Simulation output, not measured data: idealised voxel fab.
The following process module bears the name voxel gate over fins.
The cross-section on display is named cut; it measures 300 nm wide, and its cells are 5 nm squares.
Cross-section format: a grid of square cells, given as bands from top to bottom; each band is one or more rows of cells. Basically the band line says how high the top is and how high the bottom is, in nm, and then what's in it from left to right, every material with its width in nm. Empty space shows up as "empty", and if a single material carries "all across" it runs the full band edge to edge. Counting heights begins at 0, where everything beneath is, in the wafer as received, one material. The lowest band has no bottom; it goes on downwards, as "from 0 down" shows. Width spec "30..40" -> top row of cells at first value, bottom row at second value, equal per-row change in between. What does "nothing changed" mean for a step? It means no cell of the cross-section changed in that step. Heads up: "Enclosed void list" only lists the empty pockets with no open path to the top that are 8 cells or more, and it writes them as width x height at distance, distance from the left edge, in nm. Past the settings on a step's line: simulator remark, on that step. overlay nm: mask offset rightward from planned place, masked step; negative means leftward offset. Guide to the pairs. Each holds a before and an after cross-section around one process step; the after cross-section is cut off at the lowest band that changed. Look under the pair for the step between them and its settings. Pairs can come from different runs of this module on the same starting wafer, so a pair follows on from the one above it only where its entry headed "Before this step" says it does.

Before this step
* from 10 to 0 = SiN all across
* from 0 down = Si all across
* Enclosed void list: none

Result of Step
* from 30 to 10 = 115 of empty, 25 of resist, 20 of empty, 25 of resist, 115 of empty
* All layers under 10 are left as they were.
* Enclosed void list: none
The step occurring between the two cross-sections depicted above is identified as op PATTERN | tone cover | mask id FINS | material resist | width nm 25 | pitch nm 45 | thk nm 20 | overlay nm 0

Before this step: just use the after drawing of the pair above as your starting point.

Result of Step
* from 30 to 10 = 115 of empty, 25 of resist, 20 of empty, 25 of resist, 115 of empty
* from 10 to 0 = 115 of empty, 25 of SiN, 20 of empty, 25 of SiN, 115 of empty
* All layers under 0 are left as they were.
* Enclosed void list: none
The step occurring between the two cross-sections depicted above is identified as op DIRECTIONAL_ETCH | etch materials SiN | depth nm 10

Before this step: just use the after drawing of the pair above as your starting point.

Result of Step
* from 30 to 10 = 115 of empty, 25 of resist, 20 of empty, 25 of resist, 115 of empty
* from 10 to 0 = 115 of empty, 25 of SiN, 20 of empty, 25 of SiN, 115 of empty
* from 0 to -40 = 115 of empty, 25 of Si, 20 of empty, 25 of Si, 115 of empty
* All layers under -40 are left as they were.
* Enclosed void list: none
The step occurring between the two cross-sections depicted above is identified as op DIRECTIONAL_ETCH | etch materials Si | depth nm 40

Before this step: just use the after drawing of the pair above as your starting point.

Result of Step
* from 10 to 0 = 115 of empty, 25 of SiN, 20 of empty, 25 of SiN, 115 of empty
* All layers under 0 are left as they were.
* Enclosed void list: none
The step occurring between the two cross-sections depicted above is identified as op STRIP | etch materials resist

Before this step: just use the after drawing of the pair above as your starting point.

Result of Step
* from 10 to 0 = 115 of empty, 25 of SiN, 20 of empty, 25 of SiN, 115 of empty
* from 0 to -40 = 115 of empty, 5 of SiO2, 15 of Si, 5 of SiO2, 20 of empty, 5 of SiO2, 15 of Si, 5 of SiO2, 115 of empty
* from -40 to -45 = 120 of SiO2, 15 of Si, 30 of SiO2, 15 of Si, 120 of SiO2
* All layers under -45 are left as they were.
* Enclosed void list: none
The step occurring between the two cross-sections depicted above is identified as op OXIDIZE | depth nm 5

Before this step: just use the after drawing of the pair above as your starting point.

Result of Step
* from 15 to 10 = SiO2 all across
* from 10 to 0 = 115 of SiO2, 25 of SiN, 20 of SiO2, 25 of SiN, 115 of SiO2
* from 0 to -45 = 120 of SiO2, 15 of Si, 30 of SiO2, 15 of Si, 120 of SiO2
* All layers under -45 are left as they were.
* Enclosed void list: none
The step occurring between the two cross-sections depicted above is identified as op FILL_DEP | material SiO2 | thk nm 5

Before this step: just use the after drawing of the pair above as your starting point.

Result of Step
* from 10 to 0 = 115 of SiO2, 25 of SiN, 20 of SiO2, 25 of SiN, 115 of SiO2
* All layers under 0 are left as they were.
* Enclosed void list: none
The step occurring between the two cross-sections depicted above is identified as op CMP | height nm 10

Before this step: just use the after drawing of the pair above as your starting point.

Result of Step
* from 10 to 0 = 115 of empty, 25 of SiN, 20 of empty, 25 of SiN, 115 of empty
* from 0 to -10 = 120 of empty, 15 of Si, 30 of empty, 15 of Si, 120 of empty
* All layers under -10 are left as they were.
* Enclosed void list: none
The step occurring between the two cross-sections depicted above is identified as op SELECTIVE_ETCH | etch materials SiO2 | depth nm 20

Before this step: just use the after drawing of the pair above as your starting point.

Result of Step
* from 0 to -10 = 120 of empty, 15 of Si, 30 of empty, 15 of Si, 120 of empty
* All layers under -10 are left as they were.
* Enclosed void list: none
The step occurring between the two cross-sections depicted above is identified as op STRIP | etch materials SiN

Before this step: just use the after drawing of the pair above as your starting point.

Result of Step
* from 5 to 0 = 115 of empty, 25 of HfO2, 20 of empty, 25 of HfO2, 115 of empty
* from 0 to -5 = 115 of empty, 5 of HfO2, 15 of Si, 5 of HfO2, 20 of empty, 5 of HfO2, 15 of Si, 5 of HfO2, 115 of empty
* from -5 to -10 = 120 of HfO2, 15 of Si, 30 of HfO2, 15 of Si, 120 of HfO2
* All layers under -10 are left as they were.
* Enclosed void list: none
The step occurring between the two cross-sections depicted above is identified as op CONFORMAL_DEP | material HfO2 | thk nm 5

Before this step: just use the after drawing of the pair above as your starting point.

Result of Step
* from 10 to 5 = 110 of empty, 35 of TiN, 10 of empty, 35 of TiN, 110 of empty
* from 5 to 0 = 110 of empty, 5 of TiN, 25 of HfO2, 5 of TiN, 10 of empty, 5 of TiN, 25 of HfO2, 5 of TiN, 110 of empty
* from 0 to -5 = 115 of TiN, 5 of HfO2, 15 of Si, 5 of HfO2, 20 of TiN, 5 of HfO2, 15 of Si, 5 of HfO2, 115 of TiN
* All layers under -5 are left as they were.
* Enclosed void list: none
The step occurring between the two cross-sections depicted above is identified as op CONFORMAL_DEP | material TiN | thk nm 5

Before this step: just use the after drawing of the pair above as your starting point.

Result of Step
* from 15 to 10 = 105 of empty, 90 of TiAl, 105 of empty
* from 10 to 5 = 105 of empty, 5 of TiAl, 35 of TiN, 10 of TiAl, 35 of TiN, 5 of TiAl, 105 of empty
* from 5 to 0 = 110 of TiAl, 5 of TiN, 25 of HfO2, 5 of TiN, 10 of TiAl, 5 of TiN, 25 of HfO2, 5 of TiN, 110 of TiAl
* All layers under 0 are left as they were.
* Enclosed void list: none
The step occurring between the two cross-sections depicted above is identified as op CONFORMAL_DEP | material TiAl | thk nm 5

Before this step: just use the after drawing of the pair above as your starting point.

Result of Step
* from 20 to 15 = 100 of empty, 100 of TiN, 100 of empty
* from 15 to 10 = 100 of empty, 5 of TiN, 90 of TiAl, 5 of TiN, 100 of empty
* from 10 to 5 = 105 of TiN, 5 of TiAl, 35 of TiN, 10 of TiAl, 35 of TiN, 5 of TiAl, 105 of TiN
* All layers under 5 are left as they were.
* Enclosed void list: none
The step occurring between the two cross-sections depicted above is identified as op CONFORMAL_DEP | material TiN | thk nm 5

Before this step: just use the after drawing of the pair above as your starting point.

Result of Step
* from 30 to 20 = W all across
* from 20 to 15 = 100 of W, 100 of TiN, 100 of W
* from 15 to 10 = 100 of W, 5 of TiN, 90 of TiAl, 5 of TiN, 100 of W
* All layers under 10 are left as they were.
* Enclosed void list: none
The step occurring between the two cross-sections depicted above is identified as op FILL_DEP | material W | thk nm 10

Before this step: just use the after drawing of the pair above as your starting point.

Result of Step
* from 25 to 20 = W all across
* All layers under 20 are left as they were.
* Enclosed void list: none
The step occurring between the two cross-sections depicted above is identified as op CMP | height nm 25

Before this step: just use the after drawing of the pair above as your starting point.

Result of Step
* from 30 to 25 = SiN all across
* All layers under 25 are left as they were.
* Enclosed void list: none
The step occurring between the two cross-sections depicted above is identified as op CONFORMAL_DEP | material SiN | thk nm 5

Before this step
* from 10 to 0 = SiN all across
* from 0 down = Si all across
* Enclosed void list: none

Result of Step
* from 30 to 10 = 110 of empty, 15 of resist, 30 of empty, 15 of resist, 130 of empty
* All layers under 10 are left as they were.
* Enclosed void list: none
The step occurring between the two cross-sections depicted above is identified as op PATTERN | tone cover | mask id FINS | material resist | width nm 15 | pitch nm 45 | thk nm 20 | overlay nm -10

Before this step: just use the after drawing of the pair above as your starting point.

Result of Step
* from 30 to 10 = 110 of empty, 15 of resist, 30 of empty, 15 of resist, 130 of empty
* from 10 to 0 = 110 of empty, 15 of SiN, 30 of empty, 15 of SiN, 130 of empty
* All layers under 0 are left as they were.
* Enclosed void list: none
The step occurring between the two cross-sections depicted above is identified as op DIRECTIONAL_ETCH | etch materials SiN | depth nm 10

Before this step: just use the after drawing of the pair above as your starting point.

Result of Step
* from 30 to 10 = 110 of empty, 15 of resist, 30 of empty, 15 of resist, 130 of empty
* from 10 to 0 = 110 of empty, 15 of SiN, 30 of empty, 15 of SiN, 130 of empty
* from 0 to -40 = 110 of empty, 15 of Si, 30 of empty, 15 of Si, 130 of empty
* All layers under -40 are left as they were.
* Enclosed void list: none
The step occurring between the two cross-sections depicted above is identified as op DIRECTIONAL_ETCH | etch materials Si | depth nm 40

Before this step: just use the after drawing of the pair above as your starting point.

Result of Step
* from 10 to 0 = 110 of empty, 15 of SiN, 30 of empty, 15 of SiN, 130 of empty
* All layers under 0 are left as they were.
* Enclosed void list: none
The step occurring between the two cross-sections depicted above is identified as op STRIP | etch materials resist

Before this step: just use the after drawing of the pair above as your starting point.

Result of Step
* from 10 to 0 = 110 of empty, 15 of SiN, 30 of empty, 15 of SiN, 130 of empty
* from 0 to -40 = 110 of empty, 5 of SiO2, 5 of Si, 5 of SiO2, 30 of empty, 5 of SiO2, 5 of Si, 5 of SiO2, 130 of empty
* from -40 to -45 = 115 of SiO2, 5 of Si, 40 of SiO2, 5 of Si, 135 of SiO2
* All layers under -45 are left as they were.
* Enclosed void list: none
The step occurring between the two cross-sections depicted above is identified as op OXIDIZE | depth nm 5

Before this step: just use the after drawing of the pair above as your starting point.

Result of Step
* from 15 to 10 = SiO2 all across
* from 10 to 0 = 110 of SiO2, 15 of SiN, 30 of SiO2, 15 of SiN, 130 of SiO2
* from 0 to -45 = 115 of SiO2, 5 of Si, 40 of SiO2, 5 of Si, 135 of SiO2
* All layers under -45 are left as they were.
* Enclosed void list: none
The step occurring between the two cross-sections depicted above is identified as op FILL_DEP | material SiO2 | thk nm 5

Before this step: just use the after drawing of the pair above as your starting point.

Result of Step
* from 10 to 0 = 110 of SiO2, 15 of SiN, 30 of SiO2, 15 of SiN, 130 of SiO2
* All layers under 0 are left as they were.
* Enclosed void list: none
The step occurring between the two cross-sections depicted above is identified as op CMP | height nm 10

Before this step: just use the after drawing of the pair above as your starting point.

Result of Step
* from 10 to 0 = 110 of empty, 15 of SiN, 30 of empty, 15 of SiN, 130 of empty
* from 0 to -10 = 115 of empty, 5 of Si, 40 of empty, 5 of Si, 135 of empty
* All layers under -10 are left as they were.
* Enclosed void list: none
The step occurring between the two cross-sections depicted above is identified as op SELECTIVE_ETCH | etch materials SiO2 | depth nm 20

Before this step: just use the after drawing of the pair above as your starting point.

Result of Step
* from 0 to -10 = 115 of empty, 5 of Si, 40 of empty, 5 of Si, 135 of empty
* All layers under -10 are left as they were.
* Enclosed void list: none
The step occurring between the two cross-sections depicted above is identified as op STRIP | etch materials SiN

Before this step: just use the after drawing of the pair above as your starting point.

Result of Step
* from 5 to 0 = 110 of empty, 15 of HfO2, 30 of empty, 15 of HfO2, 130 of empty
* from 0 to -5 = 110 of empty, 5 of HfO2, 5 of Si, 5 of HfO2, 30 of empty, 5 of HfO2, 5 of Si, 5 of HfO2, 130 of empty
* from -5 to -10 = 115 of HfO2, 5 of Si, 40 of HfO2, 5 of Si, 135 of HfO2
* All layers under -10 are left as they were.
* Enclosed void list: none
The step occurring between the two cross-sections depicted above is identified as op CONFORMAL_DEP | material HfO2 | thk nm 5

Before this step: just use the after drawing of the pair above as your starting point.

Result of Step
* from 10 to 5 = 105 of empty, 25 of TiN, 20 of empty, 25 of TiN, 125 of empty
* from 5 to 0 = 105 of empty, 5 of TiN, 15 of HfO2, 5 of TiN, 20 of empty, 5 of TiN, 15 of HfO2, 5 of TiN, 125 of empty
* from 0 to -5 = 110 of TiN, 5 of HfO2, 5 of Si, 5 of HfO2, 30 of TiN, 5 of HfO2, 5 of Si, 5 of HfO2, 130 of TiN
* All layers under -5 are left as they were.
* Enclosed void list: none
The step occurring between the two cross-sections depicted above is identified as op CONFORMAL_DEP | material TiN | thk nm 5

Before this step: just use the after drawing of the pair above as your starting point.

Result of Step
* from 15 to 10 = 100 of empty, 35 of TiAl, 10 of empty, 35 of TiAl, 120 of empty
* from 10 to 5 = 100 of empty, 5 of TiAl, 25 of TiN, 5 of TiAl, 10 of empty, 5 of TiAl, 25 of TiN, 5 of TiAl, 120 of empty
* from 5 to 0 = 105 of TiAl, 5 of TiN, 15 of HfO2, 5 of TiN, 20 of TiAl, 5 of TiN, 15 of HfO2, 5 of TiN, 125 of TiAl
* All layers under 0 are left as they were.
* Enclosed void list: none
The step occurring between the two cross-sections depicted above is identified as op CONFORMAL_DEP | material TiAl | thk nm 5

Before this step: just use the after drawing of the pair above as your starting point.

Result of Step
* from 20 to 15 = 95 of empty, 90 of TiN, 115 of empty
* from 15 to 10 = 95 of empty, 5 of TiN, 35 of TiAl, 10 of TiN, 35 of TiAl, 5 of TiN, 115 of empty
* from 10 to 5 = 100 of TiN, 5 of TiAl, 25 of TiN, 5 of TiAl, 10 of TiN, 5 of TiAl, 25 of TiN, 5 of TiAl, 120 of TiN
* All layers under 5 are left as they were.
* Enclosed void list: none
The step occurring between the two cross-sections depicted above is identified as op CONFORMAL_DEP | material TiN | thk nm 5

Before this step: just use the after drawing of the pair above as your starting point.

Result of Step
* from 30 to 20 = W all across
* from 20 to 15 = 95 of W, 90 of TiN, 115 of W
* from 15 to 10 = 95 of W, 5 of TiN, 35 of TiAl, 10 of TiN, 35 of TiAl, 5 of TiN, 115 of W
* All layers under 10 are left as they were.
* Enclosed void list: none
The step occurring between the two cross-sections depicted above is identified as op FILL_DEP | material W | thk nm 10

Before this step: just use the after drawing of the pair above as your starting point.

Result of Step
* from 25 to 20 = W all across
* All layers under 20 are left as they were.
* Enclosed void list: none
The step occurring between the two cross-sections depicted above is identified as op CMP | height nm 25

Before this step: just use the after drawing of the pair above as your starting point.

Result of Step
* from 30 to 25 = SiN all across
* All layers under 25 are left as they were.
* Enclosed void list: none
The step occurring between the two cross-sections depicted above is identified as op CONFORMAL_DEP | material SiN | thk nm 5

Before this step
* from 10 to 5 = 115 of empty, 25 of TiN, 20 of empty, 25 of TiN, 115 of empty
* from 5 to 0 = 115 of empty, 5 of TiN, 15 of HfO2, 5 of TiN, 20 of empty, 5 of TiN, 15 of HfO2, 5 of TiN, 115 of empty
* from 0 to -5 = 120 of TiN, 5 of HfO2, 5 of Si, 5 of HfO2, 30 of TiN, 5 of HfO2, 5 of Si, 5 of HfO2, 120 of TiN
* from -5 to -10 = 125 of HfO2, 5 of Si, 40 of HfO2, 5 of Si, 125 of HfO2
* from -10 to -45 = 125 of SiO2, 5 of Si, 40 of SiO2, 5 of Si, 125 of SiO2
* from -45 down = Si all across
* Enclosed void list: none

Result of Step
* from 15 to 10 = 110 of empty, 35 of SiO2, 10 of empty, 35 of SiO2, 110 of empty
* from 10 to 5 = 110 of empty, 5 of SiO2, 25 of TiN, 5 of SiO2, 10 of empty, 5 of SiO2, 25 of TiN, 5 of SiO2, 110 of empty
* from 5 to 0 = 115 of SiO2, 5 of TiN, 15 of HfO2, 5 of TiN, 20 of SiO2, 5 of TiN, 15 of HfO2, 5 of TiN, 115 of SiO2
* All layers under 0 are left as they were.
* Enclosed void list: none
The step occurring between the two cross-sections depicted above is identified as op CONFORMAL_DEP | material SiO2 | thk nm 5

Before this step: just use the after drawing of the pair above as your starting point.

Result of Step
* from 20 to 15 = 105 of empty, 90 of TiN, 105 of empty
* from 15 to 10 = 105 of empty, 5 of TiN, 35 of SiO2, 10 of TiN, 35 of SiO2, 5 of TiN, 105 of empty
* from 10 to 5 = 110 of TiN, 5 of SiO2, 25 of TiN, 5 of SiO2, 10 of TiN, 5 of SiO2, 25 of TiN, 5 of SiO2, 110 of TiN
* All layers under 5 are left as they were.
* Enclosed void list: none
The step occurring between the two cross-sections depicted above is identified as op CONFORMAL_DEP | material TiN | thk nm 5

Before this step: just use the after drawing of the pair above as your starting point.

Result of Step
* from 30 to 20 = W all across
* from 20 to 15 = 105 of W, 90 of TiN, 105 of W
* from 15 to 10 = 105 of W, 5 of TiN, 35 of SiO2, 10 of TiN, 35 of SiO2, 5 of TiN, 105 of W
* All layers under 10 are left as they were.
* Enclosed void list: none
The step occurring between the two cross-sections depicted above is identified as op FILL_DEP | material W | thk nm 10

Before this step: just use the after drawing of the pair above as your starting point.

Result of Step
* from 25 to 20 = W all across
* All layers under 20 are left as they were.
* Enclosed void list: none
The step occurring between the two cross-sections depicted above is identified as op CMP | height nm 25

Before this step: just use the after drawing of the pair above as your starting point.

Result of Step
* from 30 to 25 = SiN all across
* All layers under 25 are left as they were.
* Enclosed void list: none
The step occurring between the two cross-sections depicted above is identified as op CONFORMAL_DEP | material SiN | thk nm 5

Before this step
* from 10 to 0 = SiN all across
* from 0 down = Si all across
* Enclosed void list: none

Result of Step
* from 30 to 10 = 120 of resist, 15 of empty, 30 of resist, 15 of empty, 120 of resist
* All layers under 10 are left as they were.
* Enclosed void list: none
The step occurring between the two cross-sections depicted above is identified as op PATTERN | tone open | mask id FINS | material resist | width nm 15 | pitch nm 45 | thk nm 20 | overlay nm 0

Before this step: just use the after drawing of the pair above as your starting point.

Result of Step
* from 30 to 10 = 120 of resist, 15 of empty, 30 of resist, 15 of empty, 120 of resist
* from 10 to 0 = 120 of SiN, 15 of empty, 30 of SiN, 15 of empty, 120 of SiN
* All layers under 0 are left as they were.
* Enclosed void list: none
The step occurring between the two cross-sections depicted above is identified as op DIRECTIONAL_ETCH | etch materials SiN | depth nm 10

Before this step: just use the after drawing of the pair above as your starting point.

Result of Step
* from 30 to 10 = 120 of resist, 15 of empty, 30 of resist, 15 of empty, 120 of resist
* from 10 to 0 = 120 of SiN, 15 of empty, 30 of SiN, 15 of empty, 120 of SiN
* from 0 to -40 = 120 of Si, 15 of empty, 30 of Si, 15 of empty, 120 of Si
* All layers under -40 are left as they were.
* Enclosed void list: none
The step occurring between the two cross-sections depicted above is identified as op DIRECTIONAL_ETCH | etch materials Si | depth nm 40

Before this step: just use the after drawing of the pair above as your starting point.

Result of Step
* from 10 to 0 = 120 of SiN, 15 of empty, 30 of SiN, 15 of empty, 120 of SiN
* All layers under 0 are left as they were.
* Enclosed void list: none
The step occurring between the two cross-sections depicted above is identified as op STRIP | etch materials resist

Before this step: just use the after drawing of the pair above as your starting point.

Result of Step
* from 10 to 0 = 120 of SiN, 15 of empty, 30 of SiN, 15 of empty, 120 of SiN
* from 0 to -40 = 115 of Si, 5 of SiO2, 15 of empty, 5 of SiO2, 20 of Si, 5 of SiO2, 15 of empty, 5 of SiO2, 115 of Si
* from -40 to -45 = 115 of Si, 25 of SiO2, 20 of Si, 25 of SiO2, 115 of Si
* All layers under -45 are left as they were.
* Enclosed void list: none
The step occurring between the two cross-sections depicted above is identified as op OXIDIZE | depth nm 5

Before this step: just use the after drawing of the pair above as your starting point.

Result of Step
* from 15 to 10 = SiO2 all across
* from 10 to 0 = 120 of SiN, 15 of SiO2, 30 of SiN, 15 of SiO2, 120 of SiN
* from 0 to -45 = 115 of Si, 25 of SiO2, 20 of Si, 25 of SiO2, 115 of Si
* All layers under -45 are left as they were.
* Enclosed void list: none
The step occurring between the two cross-sections depicted above is identified as op FILL_DEP | material SiO2 | thk nm 5

Before this step: just use the after drawing of the pair above as your starting point.

Result of Step
* from 10 to 0 = 120 of SiN, 15 of SiO2, 30 of SiN, 15 of SiO2, 120 of SiN
* All layers under 0 are left as they were.
* Enclosed void list: none
The step occurring between the two cross-sections depicted above is identified as op CMP | height nm 10

Before this step: just use the after drawing of the pair above as your starting point.

Result of Step
* from 10 to 0 = 120 of SiN, 15 of empty, 30 of SiN, 15 of empty, 120 of SiN
* from 0 to -10 = 115 of Si, 25 of empty, 20 of Si, 25 of empty, 115 of Si
* All layers under -10 are left as they were.
* Enclosed void list: none
The step occurring between the two cross-sections depicted above is identified as op SELECTIVE_ETCH | etch materials SiO2 | depth nm 20

Before this step: just use the after drawing of the pair above as your starting point.

Result of Step
* from 0 to -10 = 115 of Si, 25 of empty, 20 of Si, 25 of empty, 115 of Si
* All layers under -10 are left as they were.
* Enclosed void list: none
The step occurring between the two cross-sections depicted above is identified as op STRIP | etch materials SiN

Before this step: just use the after drawing of the pair above as your starting point.

Result of Step
* from 5 to 0 = 120 of HfO2, 15 of empty, 30 of HfO2, 15 of empty, 120 of HfO2
* from 0 to -5 = 115 of Si, 5 of HfO2, 15 of empty, 5 of HfO2, 20 of Si, 5 of HfO2, 15 of empty, 5 of HfO2, 115 of Si
* from -5 to -10 = 115 of Si, 25 of HfO2, 20 of Si, 25 of HfO2, 115 of Si
* All layers under -10 are left as they were.
* Enclosed void list: none
The step occurring between the two cross-sections depicted above is identified as op CONFORMAL_DEP | material HfO2 | thk nm 5

Before this step: just use the after drawing of the pair above as your starting point.

Result of Step
* from 10 to 5 = 125 of TiN, 5 of empty, 40 of TiN, 5 of empty, 125 of TiN
* from 5 to 0 = 120 of HfO2, 5 of TiN, 5 of empty, 5 of TiN, 30 of HfO2, 5 of TiN, 5 of empty, 5 of TiN, 120 of HfO2
* from 0 to -5 = 115 of Si, 5 of HfO2, 15 of TiN, 5 of HfO2, 20 of Si, 5 of HfO2, 15 of TiN, 5 of HfO2, 115 of Si
* All layers under -5 are left as they were.
* Enclosed void list: none
The step occurring between the two cross-sections depicted above is identified as op CONFORMAL_DEP | material TiN | thk nm 5

Before this step: just use the after drawing of the pair above as your starting point.

Result of Step
* from 15 to 10 = TiAl all across
* from 10 to 5 = 125 of TiN, 5 of TiAl, 40 of TiN, 5 of TiAl, 125 of TiN
* from 5 to 0 = 120 of HfO2, 5 of TiN, 5 of TiAl, 5 of TiN, 30 of HfO2, 5 of TiN, 5 of TiAl, 5 of TiN, 120 of HfO2
* All layers under 0 are left as they were.
* Enclosed void list: none
The step occurring between the two cross-sections depicted above is identified as op CONFORMAL_DEP | material TiAl | thk nm 5

Before this step: just use the after drawing of the pair above as your starting point.

Result of Step
* from 20 to 15 = TiN all across
* All layers under 15 are left as they were.
* Enclosed void list: none
The step occurring between the two cross-sections depicted above is identified as op CONFORMAL_DEP | material TiN | thk nm 5

Before this step: just use the after drawing of the pair above as your starting point.

Result of Step
* from 30 to 20 = W all across
* All layers under 20 are left as they were.
* Enclosed void list: none
The step occurring between the two cross-sections depicted above is identified as op FILL_DEP | material W | thk nm 10

Before this step: just use the after drawing of the pair above as your starting point.

Result of Step
* from 25 to 20 = W all across
* All layers under 20 are left as they were.
* Enclosed void list: none
The step occurring between the two cross-sections depicted above is identified as op CMP | height nm 25

Before this step: just use the after drawing of the pair above as your starting point.

Result of Step
* from 30 to 25 = SiN all across
* All layers under 25 are left as they were.
* Enclosed void list: none
The step occurring between the two cross-sections depicted above is identified as op CONFORMAL_DEP | material SiN | thk nm 5
